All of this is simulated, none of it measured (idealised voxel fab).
Herein follows the process module entitled voxel self aligned contacts.
Square cells of 5 nm make up the cross-section cut, whose width is 240 nm.
Cross-sections here: square-cell grids, written as top-down lists of bands, a band being one or more rows of cells.
A band entry consists of two parts. The first gives the height of the band's top and the height of its bottom, in nm. The rest lists the band's materials from left to right, each with its width in nm. A single material labelled with the word "all across" fills the band from edge to edge, and the word "empty" marks empty space.
All heights in this document are referenced to 0, defined as the level beneath which the wafer, as received, consists entirely of one material. The lowest band is not bounded below; it extends indefinitely downward and is written in the form "z 0 and below".
Graded width ("30..40"): value in top row of band = first number; value in bottom row = second number; row-to-row change constant.
Step marked "remained the same"? Then no cell in the cross-section changed in it.
Closed empty spaces (no open way to the top) of 8 cells or more are what "Closed empty spaces" lists, each as width x height at distance from the left edge, nm for all three.
Past the settings on a step's line: simulator remark, on that step.
"overlay nm" denotes, for a step that has a mask, the displacement of the mask to the right of its planned place, with negative values corresponding to the left.
## Listed below are the process steps as planned
1,RECEIVE,material Si
2,OXIDIZE,depth nm 5
3,DIRECTIONAL_DEP,material polySi,thk nm 20
4,DIRECTIONAL_DEP,material SiN,thk nm 20
5,DIRECTIONAL_DEP,material aC,thk nm 10
6,PATTERN,tone cover,mask id GATE,material resist,width nm 35,pitch nm 75,thk nm 25,overlay nm 0
7,DIRECTIONAL_ETCH,etch materials aC,depth nm 10
8,STRIP,etch materials resist
9,DIRECTIONAL_ETCH,etch materials SiN,depth nm 20
10,DIRECTIONAL_ETCH,etch materials polySi,depth nm 20
11,STRIP,etch materials aC
12,CONFORMAL_DEP,material SiN,thk nm 10
13,DIRECTIONAL_ETCH,etch materials SiN,depth nm 10
14,FILL_DEP,material SiO2,thk nm 10
15,CMP,height nm 45
16,MASKED_ETCH,tone open,mask id CONTACT,width nm 60,etch materials SiO2,depth nm 50,overlay nm 0
17,CONFORMAL_DEP,material TiN,thk nm 5
18,FILL_DEP,material Ru,thk nm 5
19,CMP,height nm 45
20,CONFORMAL_DEP,material SiCN,thk nm 5
## Cross-section, incoming material, after step 1
* z 0 and below  Si all across
* Closed empty spaces: none
## End state of the module in cross-section, given the above starting point and plan and one mistake in execution
* z 50 to 45  SiCN all across
* z 45 to 40  SiO2=85 | TiN=30 | Ru=10 | TiN=30 | SiO2=85
* z 40 to 20  SiO2=55 | SiN=55 | TiN=5 | Ru=10 | TiN=5 | SiN=55 | SiO2=55
* z 20 to 0  SiO2=55 | SiN=10 | polySi=35 | SiN=10 | TiN=5 | Ru=10 | TiN=5 | SiN=10 | polySi=35 | SiN=10 | SiO2=55
* z 0 to -5  SiO2=110 | TiN=20 | SiO2=110
* z -5 and below  Si all across
* Closed empty spaces: none
Deviation from plan: note that step 16 departed from the planned setting and was carried out as MASKED_ETCH,tone open,mask id CONTACT,width nm 70,etch materials SiO2,depth nm 50,overlay nm 0
